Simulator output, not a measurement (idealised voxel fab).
process module | voxel trench capacitor
cross-section cut | 275 nm wide | cells 5 nm
A cross-section is a grid of square cells, given in bands from the top down. A band is one or more rows of cells.
Each band's line starts with the height of the band's top and of its bottom, in nm. Then come its materials from left to right, each with its width in nm. One material with "throughout" fills the band from edge to edge. "air" is empty space.
Height 0 is the level under which the wafer as received is all one material. The lowest band goes on downwards, as in "0 down".
A width such as "30 to 40" changes by the same amount from each row of cells to the next, from the band's top row to its bottom row.
"no change" after a step means that no cell of the cross-section changed.
closed voids: empty space of 8 cells or more with no open way to the top, each as width x height at its distance from the left edge, in nm
after a step's settings: what the simulator itself notes on the step
overlay nm, on a step with a mask: how far to the right of its planned place the mask lay; to the left if negative
plan
1 op RECEIVE | material Si
2 op CONFORMAL_DEP | material SiN | thk nm 5
3 op PATTERN | tone open | mask id TRENCH | material resist | width nm 30 | pitch nm 50 | thk nm 15 | overlay nm 0
4 op DIRECTIONAL_ETCH | etch materials SiN | depth nm 5
5 op DIRECTIONAL_ETCH | etch materials Si | depth nm 25
6 op STRIP | etch materials resist
7 op CONFORMAL_DEP | material HfO2 | thk nm 5
8 op CONFORMAL_DEP | material TiN | thk nm 5
9 op FILL_DEP | material W | thk nm 10
10 op CMP | height nm 5
first wafer, as planned
as received, after step 1
  0 down: Si throughout
  closed voids: none
after step 2
  5 to 0: SiN throughout
  below 0: unchanged
after step 3
  20 to 5: resist 95 | air 30 | resist 20 | air 30 | resist 100
  below 5: unchanged
after step 4
  20 to 5: resist 95 | air 30 | resist 20 | air 30 | resist 100
  5 to 0: SiN 95 | air 30 | SiN 20 | air 30 | SiN 100
  below 0: unchanged
after step 5
  20 to 5: resist 95 | air 30 | resist 20 | air 30 | resist 100
  5 to 0: SiN 95 | air 30 | SiN 20 | air 30 | SiN 100
  0 to -25: Si 95 | air 30 | Si 20 | air 30 | Si 100
  below -25: unchanged
after step 6
  5 to 0: SiN 95 | air 30 | SiN 20 | air 30 | SiN 100
  below 0: unchanged
after step 7
  10 to 5: HfO2 100 | air 20 | HfO2 30 | air 20 | HfO2 105
  5 to 0: SiN 95 | HfO2 5 | air 20 | HfO2 5 | SiN 20 | HfO2 5 | air 20 | HfO2 5 | SiN 100
  0 to -20: Si 95 | HfO2 5 | air 20 | HfO2 5 | Si 20 | HfO2 5 | air 20 | HfO2 5 | Si 100
  -20 to -25: Si 95 | HfO2 30 | Si 20 | HfO2 30 | Si 100
  below -25: unchanged
after step 8
  15 to 10: TiN 105 | air 10 | TiN 40 | air 10 | TiN 110
  10 to 5: HfO2 100 | TiN 5 | air 10 | TiN 5 | HfO2 30 | TiN 5 | air 10 | TiN 5 | HfO2 105
  5 to 0: SiN 95 | HfO2 5 | TiN 5 | air 10 | TiN 5 | HfO2 5 | SiN 20 | HfO2 5 | TiN 5 | air 10 | TiN 5 | HfO2 5 | SiN 100
  0 to -15: Si 95 | HfO2 5 | TiN 5 | air 10 | TiN 5 | HfO2 5 | Si 20 | HfO2 5 | TiN 5 | air 10 | TiN 5 | HfO2 5 | Si 100
  -15 to -20: Si 95 | HfO2 5 | TiN 20 | HfO2 5 | Si 20 | HfO2 5 | TiN 20 | HfO2 5 | Si 100
  below -20: unchanged
after step 9
  25 to 15: W throughout
  15 to 10: TiN 105 | W 10 | TiN 40 | W 10 | TiN 110
  10 to 5: HfO2 100 | TiN 5 | W 10 | TiN 5 | HfO2 30 | TiN 5 | W 10 | TiN 5 | HfO2 105
  5 to 0: SiN 95 | HfO2 5 | TiN 5 | W 10 | TiN 5 | HfO2 5 | SiN 20 | HfO2 5 | TiN 5 | W 10 | TiN 5 | HfO2 5 | SiN 100
  0 to -15: Si 95 | HfO2 5 | TiN 5 | W 10 | TiN 5 | HfO2 5 | Si 20 | HfO2 5 | TiN 5 | W 10 | TiN 5 | HfO2 5 | Si 100
  below -15: unchanged
after step 10
  5 to 0: SiN 95 | HfO2 5 | TiN 5 | W 10 | TiN 5 | HfO2 5 | SiN 20 | HfO2 5 | TiN 5 | W 10 | TiN 5 | HfO2 5 | SiN 100
  below 0: unchanged
second wafer: like start, like plan, one mistake. Through step 4 it matches the first wafer
when step 5 should have ended
  20 to 5: resist 95 | air 30 | resist 20 | air 30 | resist 100
  5 to 0: SiN 95 | air 30 | SiN 20 | air 30 | SiN 100
  0 to -30: Si 95 | air 30 | Si 20 | air 30 | Si 100
  below -30: unchanged
when step 6 should have ended
  5 to 0: SiN 95 | air 30 | SiN 20 | air 30 | SiN 100
  below 0: unchanged
when step 7 should have ended
  10 to 5: HfO2 100 | air 20 | HfO2 30 | air 20 | HfO2 105
  5 to 0: SiN 95 | HfO2 5 | air 20 | HfO2 5 | SiN 20 | HfO2 5 | air 20 | HfO2 5 | SiN 100
  0 to -25: Si 95 | HfO2 5 | air 20 | HfO2 5 | Si 20 | HfO2 5 | air 20 | HfO2 5 | Si 100
  -25 to -30: Si 95 | HfO2 30 | Si 20 | HfO2 30 | Si 100
  below -30: unchanged
when step 8 should have ended
  15 to 10: TiN 105 | air 10 | TiN 40 | air 10 | TiN 110
  10 to 5: HfO2 100 | TiN 5 | air 10 | TiN 5 | HfO2 30 | TiN 5 | air 10 | TiN 5 | HfO2 105
  5 to 0: SiN 95 | HfO2 5 | TiN 5 | air 10 | TiN 5 | HfO2 5 | SiN 20 | HfO2 5 | TiN 5 | air 10 | TiN 5 | HfO2 5 | SiN 100
  0 to -20: Si 95 | HfO2 5 | TiN 5 | air 10 | TiN 5 | HfO2 5 | Si 20 | HfO2 5 | TiN 5 | air 10 | TiN 5 | HfO2 5 | Si 100
  -20 to -25: Si 95 | HfO2 5 | TiN 20 | HfO2 5 | Si 20 | HfO2 5 | TiN 20 | HfO2 5 | Si 100
  below -25: unchanged
when step 9 should have ended
  25 to 15: W throughout
  15 to 10: TiN 105 | W 10 | TiN 40 | W 10 | TiN 110
  10 to 5: HfO2 100 | TiN 5 | W 10 | TiN 5 | HfO2 30 | TiN 5 | W 10 | TiN 5 | HfO2 105
  5 to 0: SiN 95 | HfO2 5 | TiN 5 | W 10 | TiN 5 | HfO2 5 | SiN 20 | HfO2 5 | TiN 5 | W 10 | TiN 5 | HfO2 5 | SiN 100
  0 to -20: Si 95 | HfO2 5 | TiN 5 | W 10 | TiN 5 | HfO2 5 | Si 20 | HfO2 5 | TiN 5 | W 10 | TiN 5 | HfO2 5 | Si 100
  below -20: unchanged
when step 10 should have ended
  5 to 0: SiN 95 | HfO2 5 | TiN 5 | W 10 | TiN 5 | HfO2 5 | SiN 20 | HfO2 5 | TiN 5 | W 10 | TiN 5 | HfO2 5 | SiN 100
  below 0: unchanged
what went wrong: step 5 ran as: op DIRECTIONAL_ETCH | etch materials Si | depth nm 30
at the end the second wafer has, in cells: 4 more of HfO2 | 12 fewer of Si | 4 more of TiN | 4 more of W
